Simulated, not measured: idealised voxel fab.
Process module, titled voxel capacitor over wiring
Section shown: cut. Width: 200 nm. Cell size: 5 nm, square.
Each cross-section below is a grid of square cells, stated as bands in top-down order, with one or more rows of cells making up each band. In this notation a band is specified by the heights of its top and bottom, in that order and in nm, after which its materials appear from left to right, each paired with its width in nm. The word "everywhere" attached to a single material means that material fills the band from edge to edge; the word "air" stands for empty space. All heights in this document are referenced to 0, defined as the level beneath which the wafer, as received, consists entirely of one material. The lowest band is not bounded below; it extends indefinitely downward and is written in the form "0 down". Read "30->40" as a graded width: first number on top, second number at the bottom, same change between each pair of neighbouring rows. Basically "nothing got changed" means that step didn't change any cell in the cross-section. "Completely enclosed voids": sealed empty spaces, 8 cells or more, no open way to top, listed width x height at distance, with distance from the left edge and width, height and distance in nm. after a step's settings: what the simulator itself notes on the step. "overlay nm" answers the question of how far to the right of plan the mask lay on a step that has a mask, and when it is negative the answer is to the left.

Set out below are the planned steps of the process:
- 1: RECEIVE [material Si]
- 2: CONFORMAL_DEP [material SiO2] [thk nm 15]
- 3: DIRECTIONAL_DEP [material TiN] [thk nm 5]
- 4: DIRECTIONAL_DEP [material Ru] [thk nm 20]
- 5: DIRECTIONAL_DEP [material aC] [thk nm 10]
- 6: PATTERN [tone cover] [mask id METAL_1] [material resist] [width nm 30] [pitch nm 100] [thk nm 25] [overlay nm 0]
- 7: DIRECTIONAL_ETCH [etch materials aC] [depth nm 10]
- 8: STRIP [etch materials resist]
- 9: DIRECTIONAL_ETCH [etch materials Ru] [depth nm 20]
- 10: DIRECTIONAL_ETCH [etch materials TiN] [depth nm 5]
- 11: STRIP [etch materials aC]
- 12: FILL_DEP [material lowk] [thk nm 10]
- 13: CMP [height nm 40]
- 14: CONFORMAL_DEP [material SiCN] [thk nm 5]
- 15: DIRECTIONAL_DEP [material lowk] [thk nm 15]
- 16: DIRECTIONAL_DEP [material aC] [thk nm 15]
- 17: PATTERN [tone open] [mask id PLUG_1] [material resist] [width nm 15] [thk nm 35] [overlay nm 0]
- 18: DIRECTIONAL_ETCH [etch materials aC] [depth nm 15]
- 19: STRIP [etch materials resist]
- 20: DIRECTIONAL_ETCH [etch materials lowk] [depth nm 15]
- 21: DIRECTIONAL_ETCH [etch materials SiCN] [depth nm 5]
- 22: STRIP [etch materials aC]
- 23: EPI [material Ru] [thk nm 10]
- 24: EPI [material Ru] [thk nm 10]
- 25: DIRECTIONAL_DEP [material TiN] [thk nm 10]
- 26: DIRECTIONAL_DEP [material Al2O3] [thk nm 5]
- 27: DIRECTIONAL_DEP [material TiN] [thk nm 5]
- 28: PATTERN [tone cover] [mask id UPPER_PLATE] [material resist] [width nm 75] [thk nm 15] [overlay nm 0]
- 29: DIRECTIONAL_ETCH [etch materials TiN] [depth nm 5]
- 30: DIRECTIONAL_ETCH [etch materials Al2O3] [depth nm 5]
- 31: STRIP [etch materials resist]
- 32: DIRECTIONAL_DEP [material aC] [thk nm 10]
- 33: PATTERN [tone cover] [mask id LOWER_PLATE] [material resist] [width nm 85] [thk nm 25] [overlay nm 0]
- 34: DIRECTIONAL_ETCH [etch materials aC] [depth nm 10]
- 35: STRIP [etch materials resist]
- 36: DIRECTIONAL_ETCH [etch materials TiN] [depth nm 10]
- 37: STRIP [etch materials aC]
- 38: FILL_DEP [material SiO2] [thk nm 15]
- 39: CMP [height nm 90]
- 40: DIRECTIONAL_DEP [material aC] [thk nm 15]
- 41: PATTERN [tone open] [mask id PLUG_2] [material resist] [width nm 15] [thk nm 30] [overlay nm 0]
- 42: DIRECTIONAL_ETCH [etch materials aC] [depth nm 15]
- 43: STRIP [etch materials resist]
- 44: DIRECTIONAL_ETCH [etch materials SiO2] [depth nm 10]
- 45: STRIP [etch materials aC]
- 46: CONFORMAL_DEP [material TiN] [thk nm 5]
- 47: FILL_DEP [material Ru] [thk nm 10]
- 48: CMP [height nm 90]
- 49: CONFORMAL_DEP [material SiCN] [thk nm 5]

On the first of the two wafers: run conducted according to plan:

Cross-sectional view of the wafer in its as-received condition, corresponding to the state after step 1:
- 0 down | Si everywhere
- Completely enclosed voids: none

Once step 2 is through, the wafer looks like this in cross-section:
- 15 to 0 | SiO2 everywhere
- Unchanged below 0.

Once step 3 is through, the wafer looks like this in cross-section:
- 20 to 15 | TiN everywhere
- Unchanged below 15.

Once step 4 is through, the wafer looks like this in cross-section:
- 40 to 20 | Ru everywhere
- Unchanged below 20.

Once step 5 is through, the wafer looks like this in cross-section:
- 50 to 40 | aC everywhere
- Unchanged below 40.

Once step 6 is through, the wafer looks like this in cross-section:
- 75 to 50 | air: 35; resist: 30; air: 70; resist: 30; air: 35
- Unchanged below 50.

Once step 7 is through, the wafer looks like this in cross-section:
- 65 to 50 | air: 35; resist: 30; air: 70; resist: 30; air: 35
- 50 to 40 | air: 35; aC: 30; air: 70; aC: 30; air: 35
- Unchanged below 40.

Once step 8 is through, the wafer looks like this in cross-section:
- 50 to 40 | air: 35; aC: 30; air: 70; aC: 30; air: 35
- Unchanged below 40.

Once step 9 is through, the wafer looks like this in cross-section:
- 50 to 40 | air: 35; aC: 30; air: 70; aC: 30; air: 35
- 40 to 20 | air: 35; Ru: 30; air: 70; Ru: 30; air: 35
- Unchanged below 20.

Once step 10 is through, the wafer looks like this in cross-section:
- 50 to 40 | air: 35; aC: 30; air: 70; aC: 30; air: 35
- 40 to 20 | air: 35; Ru: 30; air: 70; Ru: 30; air: 35
- 20 to 15 | air: 35; TiN: 30; air: 70; TiN: 30; air: 35
- Unchanged below 15.

Once step 11 is through, the wafer looks like this in cross-section:
- 40 to 20 | air: 35; Ru: 30; air: 70; Ru: 30; air: 35
- Unchanged below 20.

Once step 12 is through, the wafer looks like this in cross-section:
- 50 to 40 | lowk everywhere
- 40 to 20 | lowk: 35; Ru: 30; lowk: 70; Ru: 30; lowk: 35
- 20 to 15 | lowk: 35; TiN: 30; lowk: 70; TiN: 30; lowk: 35
- Unchanged below 15.

Once step 13 is through, the wafer looks like this in cross-section:
- 40 to 20 | lowk: 35; Ru: 30; lowk: 70; Ru: 30; lowk: 35
- Unchanged below 20.

Once step 14 is through, the wafer looks like this in cross-section:
- 45 to 40 | SiCN everywhere
- Unchanged below 40.

Once step 15 is through, the wafer looks like this in cross-section:
- 60 to 45 | lowk everywhere
- Unchanged below 45.

Once step 16 is through, the wafer looks like this in cross-section:
- 75 to 60 | aC everywhere
- Unchanged below 60.

Once step 17 is through, the wafer looks like this in cross-section:
- 110 to 75 | resist: 50; air: 15; resist: 135
- Unchanged below 75.

Once step 18 is through, the wafer looks like this in cross-section:
- 95 to 75 | resist: 50; air: 15; resist: 135
- 75 to 60 | aC: 50; air: 15; aC: 135
- Unchanged below 60.

Once step 19 is through, the wafer looks like this in cross-section:
- 75 to 60 | aC: 50; air: 15; aC: 135
- Unchanged below 60.

Once step 20 is through, the wafer looks like this in cross-section:
- 75 to 60 | aC: 50; air: 15; aC: 135
- 60 to 45 | lowk: 50; air: 15; lowk: 135
- Unchanged below 45.

Once step 21 is through, the wafer looks like this in cross-section:
- 75 to 60 | aC: 50; air: 15; aC: 135
- 60 to 45 | lowk: 50; air: 15; lowk: 135
- 45 to 40 | SiCN: 50; air: 15; SiCN: 135
- Unchanged below 40.

Once step 22 is through, the wafer looks like this in cross-section:
- 60 to 45 | lowk: 50; air: 15; lowk: 135
- Unchanged below 45.

Once step 23 is through, the wafer looks like this in cross-section:
- 60 to 50 | lowk: 50; air: 15; lowk: 135
- 50 to 45 | lowk: 50; Ru: 15; lowk: 135
- 45 to 40 | SiCN: 50; Ru: 15; SiCN: 135
- Unchanged below 40.

Once step 24 is through, the wafer looks like this in cross-section:
- 60 to 45 | lowk: 50; Ru: 15; lowk: 135
- Unchanged below 45.

Once step 25 is through, the wafer looks like this in cross-section:
- 70 to 60 | TiN everywhere
- Unchanged below 60.

Once step 26 is through, the wafer looks like this in cross-section:
- 75 to 70 | Al2O3 everywhere
- Unchanged below 70.

Once step 27 is through, the wafer looks like this in cross-section:
- 80 to 75 | TiN everywhere
- Unchanged below 75.

Once step 28 is through, the wafer looks like this in cross-section:
- 95 to 80 | air: 50; resist: 75; air: 75
- Unchanged below 80.

Once step 29 is through, the wafer looks like this in cross-section:
- 95 to 80 | air: 50; resist: 75; air: 75
- 80 to 75 | air: 50; TiN: 75; air: 75
- Unchanged below 75.

Once step 30 is through, the wafer looks like this in cross-section:
- 95 to 80 | air: 50; resist: 75; air: 75
- 80 to 75 | air: 50; TiN: 75; air: 75
- 75 to 70 | air: 50; Al2O3: 75; air: 75
- Unchanged below 70.

Once step 31 is through, the wafer looks like this in cross-section:
- 80 to 75 | air: 50; TiN: 75; air: 75
- Unchanged below 75.

Once step 32 is through, the wafer looks like this in cross-section:
- 90 to 80 | air: 50; aC: 75; air: 75
- 80 to 75 | aC: 50; TiN: 75; aC: 75
- 75 to 70 | aC: 50; Al2O3: 75; aC: 75
- Unchanged below 70.

Once step 33 is through, the wafer looks like this in cross-section:
- 115 to 90 | air: 45; resist: 85; air: 70
- 90 to 80 | air: 45; resist: 5; aC: 75; resist: 5; air: 70
- Unchanged below 80.

Once step 34 is through, the wafer looks like this in cross-section:
- 105 to 90 | air: 45; resist: 85; air: 70
- 90 to 80 | air: 45; resist: 5; aC: 75; resist: 5; air: 70
- 80 to 75 | air: 45; aC: 5; TiN: 75; aC: 5; air: 70
- 75 to 70 | air: 45; aC: 5; Al2O3: 75; aC: 5; air: 70
- Unchanged below 70.

Once step 35 is through, the wafer looks like this in cross-section:
- 90 to 80 | air: 50; aC: 75; air: 75
- Unchanged below 80.

Once step 36 is through, the wafer looks like this in cross-section:
- 90 to 80 | air: 50; aC: 75; air: 75
- 80 to 75 | air: 45; aC: 5; TiN: 75; aC: 5; air: 70
- 75 to 70 | air: 45; aC: 5; Al2O3: 75; aC: 5; air: 70
- 70 to 60 | air: 45; TiN: 85; air: 70
- Unchanged below 60.

Once step 37 is through, the wafer looks like this in cross-section:
- 80 to 75 | air: 50; TiN: 75; air: 75
- 75 to 70 | air: 50; Al2O3: 75; air: 75
- Unchanged below 70.

Once step 38 is through, the wafer looks like this in cross-section:
- 95 to 80 | SiO2 everywhere
- 80 to 75 | SiO2: 50; TiN: 75; SiO2: 75
- 75 to 70 | SiO2: 50; Al2O3: 75; SiO2: 75
- 70 to 60 | SiO2: 45; TiN: 85; SiO2: 70
- Unchanged below 60.

Once step 39 is through, the wafer looks like this in cross-section:
- 90 to 80 | SiO2 everywhere
- Unchanged below 80.

Once step 40 is through, the wafer looks like this in cross-section:
- 105 to 90 | aC everywhere
- Unchanged below 90.

Once step 41 is through, the wafer looks like this in cross-section:
- 135 to 105 | resist: 60; air: 15; resist: 125
- Unchanged below 105.

Once step 42 is through, the wafer looks like this in cross-section:
- 120 to 105 | resist: 60; air: 15; resist: 125
- 105 to 90 | aC: 60; air: 15; aC: 125
- Unchanged below 90.

Once step 43 is through, the wafer looks like this in cross-section:
- 105 to 90 | aC: 60; air: 15; aC: 125
- Unchanged below 90.

Once step 44 is through, the wafer looks like this in cross-section:
- 105 to 90 | aC: 60; air: 15; aC: 125
- 90 to 80 | SiO2: 60; air: 15; SiO2: 125
- Unchanged below 80.

Once step 45 is through, the wafer looks like this in cross-section:
- 90 to 80 | SiO2: 60; air: 15; SiO2: 125
- Unchanged below 80.

Once step 46 is through, the wafer looks like this in cross-section:
- 95 to 90 | TiN: 65; air: 5; TiN: 130
- 90 to 85 | SiO2: 60; TiN: 5; air: 5; TiN: 5; SiO2: 125
- 85 to 75 | SiO2: 60->50; TiN: 15->75; SiO2: 125->75
- Unchanged below 75.

Once step 47 is through, the wafer looks like this in cross-section:
- 105 to 95 | Ru everywhere
- 95 to 90 | TiN: 65; Ru: 5; TiN: 130
- 90 to 85 | SiO2: 60; TiN: 5; Ru: 5; TiN: 5; SiO2: 125
- Unchanged below 85.

Once step 48 is through, the wafer looks like this in cross-section:
- 90 to 85 | SiO2: 60; TiN: 5; Ru: 5; TiN: 5; SiO2: 125
- Unchanged below 85.

Once step 49 is through, the wafer looks like this in cross-section:
- 95 to 90 | SiCN everywhere
- Unchanged below 90.

Second Wafer (Identical Start and Plan, One Processing Error; Matches First Wafer Through Step 5):

Second wafer cross-section, taken as of the time the plan sets for step 6 to be done:
- 75 to 50 | air: 40; resist: 30; air: 70; resist: 30; air: 30
- Unchanged below 50.

Second wafer cross-section, taken as of the time the plan sets for step 7 to be done:
- 65 to 50 | air: 40; resist: 30; air: 70; resist: 30; air: 30
- 50 to 40 | air: 40; aC: 30; air: 70; aC: 30; air: 30
- Unchanged below 40.

Second wafer cross-section, taken as of the time the plan sets for step 8 to be done:
- 50 to 40 | air: 40; aC: 30; air: 70; aC: 30; air: 30
- Unchanged below 40.

Second wafer cross-section, taken as of the time the plan sets for step 9 to be done:
- 50 to 40 | air: 40; aC: 30; air: 70; aC: 30; air: 30
- 40 to 20 | air: 40; Ru: 30; air: 70; Ru: 30; air: 30
- Unchanged below 20.

Second wafer cross-section, taken as of the time the plan sets for step 10 to be done:
- 50 to 40 | air: 40; aC: 30; air: 70; aC: 30; air: 30
- 40 to 20 | air: 40; Ru: 30; air: 70; Ru: 30; air: 30
- 20 to 15 | air: 40; TiN: 30; air: 70; TiN: 30; air: 30
- Unchanged below 15.

Second wafer cross-section, taken as of the time the plan sets for step 11 to be done:
- 40 to 20 | air: 40; Ru: 30; air: 70; Ru: 30; air: 30
- Unchanged below 20.

Second wafer cross-section, taken as of the time the plan sets for step 12 to be done:
- 50 to 40 | lowk everywhere
- 40 to 20 | lowk: 40; Ru: 30; lowk: 70; Ru: 30; lowk: 30
- 20 to 15 | lowk: 40; TiN: 30; lowk: 70; TiN: 30; lowk: 30
- Unchanged below 15.

Second wafer cross-section, taken as of the time the plan sets for step 13 to be done:
- 40 to 20 | lowk: 40; Ru: 30; lowk: 70; Ru: 30; lowk: 30
- Unchanged below 20.

Second wafer cross-section, taken as of the time the plan sets for step 14 to be done:
- 45 to 40 | SiCN everywhere
- Unchanged below 40.

Second wafer cross-section, taken as of the time the plan sets for step 15 to be done:
- 60 to 45 | lowk everywhere
- Unchanged below 45.

Second wafer cross-section, taken as of the time the plan sets for step 16 to be done:
- 75 to 60 | aC everywhere
- Unchanged below 60.

Second wafer cross-section, taken as of the time the plan sets for step 17 to be done:
- 110 to 75 | resist: 50; air: 15; resist: 135
- Unchanged below 75.

Second wafer cross-section, taken as of the time the plan sets for step 18 to be done:
- 95 to 75 | resist: 50; air: 15; resist: 135
- 75 to 60 | aC: 50; air: 15; aC: 135
- Unchanged below 60.

Second wafer cross-section, taken as of the time the plan sets for step 19 to be done:
- 75 to 60 | aC: 50; air: 15; aC: 135
- Unchanged below 60.

Second wafer cross-section, taken as of the time the plan sets for step 20 to be done:
- 75 to 60 | aC: 50; air: 15; aC: 135
- 60 to 45 | lowk: 50; air: 15; lowk: 135
- Unchanged below 45.

Second wafer cross-section, taken as of the time the plan sets for step 21 to be done:
- 75 to 60 | aC: 50; air: 15; aC: 135
- 60 to 45 | lowk: 50; air: 15; lowk: 135
- 45 to 40 | SiCN: 50; air: 15; SiCN: 135
- Unchanged below 40.

Second wafer cross-section, taken as of the time the plan sets for step 22 to be done:
- 60 to 45 | lowk: 50; air: 15; lowk: 135
- Unchanged below 45.

Second wafer cross-section, taken as of the time the plan sets for step 23 to be done:
- 60 to 50 | lowk: 50; air: 15; lowk: 135
- 50 to 45 | lowk: 50; Ru: 15; lowk: 135
- 45 to 40 | SiCN: 50; Ru: 15; SiCN: 135
- Unchanged below 40.

Second wafer cross-section, taken as of the time the plan sets for step 24 to be done:
- 60 to 45 | lowk: 50; Ru: 15; lowk: 135
- Unchanged below 45.

Second wafer cross-section, taken as of the time the plan sets for step 25 to be done:
- 70 to 60 | TiN everywhere
- Unchanged below 60.

Second wafer cross-section, taken as of the time the plan sets for step 26 to be done:
- 75 to 70 | Al2O3 everywhere
- Unchanged below 70.

Second wafer cross-section, taken as of the time the plan sets for step 27 to be done:
- 80 to 75 | TiN everywhere
- Unchanged below 75.

Second wafer cross-section, taken as of the time the plan sets for step 28 to be done:
- 95 to 80 | air: 50; resist: 75; air: 75
- Unchanged below 80.

Second wafer cross-section, taken as of the time the plan sets for step 29 to be done:
- 95 to 80 | air: 50; resist: 75; air: 75
- 80 to 75 | air: 50; TiN: 75; air: 75
- Unchanged below 75.

Second wafer cross-section, taken as of the time the plan sets for step 30 to be done:
- 95 to 80 | air: 50; resist: 75; air: 75
- 80 to 75 | air: 50; TiN: 75; air: 75
- 75 to 70 | air: 50; Al2O3: 75; air: 75
- Unchanged below 70.

Second wafer cross-section, taken as of the time the plan sets for step 31 to be done:
- 80 to 75 | air: 50; TiN: 75; air: 75
- Unchanged below 75.

Second wafer cross-section, taken as of the time the plan sets for step 32 to be done:
- 90 to 80 | air: 50; aC: 75; air: 75
- 80 to 75 | aC: 50; TiN: 75; aC: 75
- 75 to 70 | aC: 50; Al2O3: 75; aC: 75
- Unchanged below 70.

Second wafer cross-section, taken as of the time the plan sets for step 33 to be done:
- 115 to 90 | air: 45; resist: 85; air: 70
- 90 to 80 | air: 45; resist: 5; aC: 75; resist: 5; air: 70
- Unchanged below 80.

Second wafer cross-section, taken as of the time the plan sets for step 34 to be done:
- 105 to 90 | air: 45; resist: 85; air: 70
- 90 to 80 | air: 45; resist: 5; aC: 75; resist: 5; air: 70
- 80 to 75 | air: 45; aC: 5; TiN: 75; aC: 5; air: 70
- 75 to 70 | air: 45; aC: 5; Al2O3: 75; aC: 5; air: 70
- Unchanged below 70.

Second wafer cross-section, taken as of the time the plan sets for step 35 to be done:
- 90 to 80 | air: 50; aC: 75; air: 75
- Unchanged below 80.

Second wafer cross-section, taken as of the time the plan sets for step 36 to be done:
- 90 to 80 | air: 50; aC: 75; air: 75
- 80 to 75 | air: 45; aC: 5; TiN: 75; aC: 5; air: 70
- 75 to 70 | air: 45; aC: 5; Al2O3: 75; aC: 5; air: 70
- 70 to 60 | air: 45; TiN: 85; air: 70
- Unchanged below 60.

Second wafer cross-section, taken as of the time the plan sets for step 37 to be done:
- 80 to 75 | air: 50; TiN: 75; air: 75
- 75 to 70 | air: 50; Al2O3: 75; air: 75
- Unchanged below 70.

Second wafer cross-section, taken as of the time the plan sets for step 38 to be done:
- 95 to 80 | SiO2 everywhere
- 80 to 75 | SiO2: 50; TiN: 75; SiO2: 75
- 75 to 70 | SiO2: 50; Al2O3: 75; SiO2: 75
- 70 to 60 | SiO2: 45; TiN: 85; SiO2: 70
- Unchanged below 60.

Second wafer cross-section, taken as of the time the plan sets for step 39 to be done:
- 90 to 80 | SiO2 everywhere
- Unchanged below 80.

Second wafer cross-section, taken as of the time the plan sets for step 40 to be done:
- 105 to 90 | aC everywhere
- Unchanged below 90.

Second wafer cross-section, taken as of the time the plan sets for step 41 to be done:
- 135 to 105 | resist: 60; air: 15; resist: 125
- Unchanged below 105.

Second wafer cross-section, taken as of the time the plan sets for step 42 to be done:
- 120 to 105 | resist: 60; air: 15; resist: 125
- 105 to 90 | aC: 60; air: 15; aC: 125
- Unchanged below 90.

Second wafer cross-section, taken as of the time the plan sets for step 43 to be done:
- 105 to 90 | aC: 60; air: 15; aC: 125
- Unchanged below 90.

Second wafer cross-section, taken as of the time the plan sets for step 44 to be done:
- 105 to 90 | aC: 60; air: 15; aC: 125
- 90 to 80 | SiO2: 60; air: 15; SiO2: 125
- Unchanged below 80.

Second wafer cross-section, taken as of the time the plan sets for step 45 to be done:
- 90 to 80 | SiO2: 60; air: 15; SiO2: 125
- Unchanged below 80.

Second wafer cross-section, taken as of the time the plan sets for step 46 to be done:
- 95 to 90 | TiN: 65; air: 5; TiN: 130
- 90 to 85 | SiO2: 60; TiN: 5; air: 5; TiN: 5; SiO2: 125
- 85 to 75 | SiO2: 60->50; TiN: 15->75; SiO2: 125->75
- Unchanged below 75.

Second wafer cross-section, taken as of the time the plan sets for step 47 to be done:
- 105 to 95 | Ru everywhere
- 95 to 90 | TiN: 65; Ru: 5; TiN: 130
- 90 to 85 | SiO2: 60; TiN: 5; Ru: 5; TiN: 5; SiO2: 125
- Unchanged below 85.

Second wafer cross-section, taken as of the time the plan sets for step 48 to be done:
- 90 to 85 | SiO2: 60; TiN: 5; Ru: 5; TiN: 5; SiO2: 125
- Unchanged below 85.

Second wafer cross-section, taken as of the time the plan sets for step 49 to be done:
- 95 to 90 | SiCN everywhere
- Unchanged below 90.
Finding, execution versus plan: so step 6 ended up running with a different setting than we planned, it ran as PATTERN [tone cover] [mask id METAL_1] [material resist] [width nm 30] [pitch nm 100] [thk nm 25] [overlay nm 5]
If you tally the cells, the second wafer ends up with the same amount of every material as the first; it's all just sitting in different places.
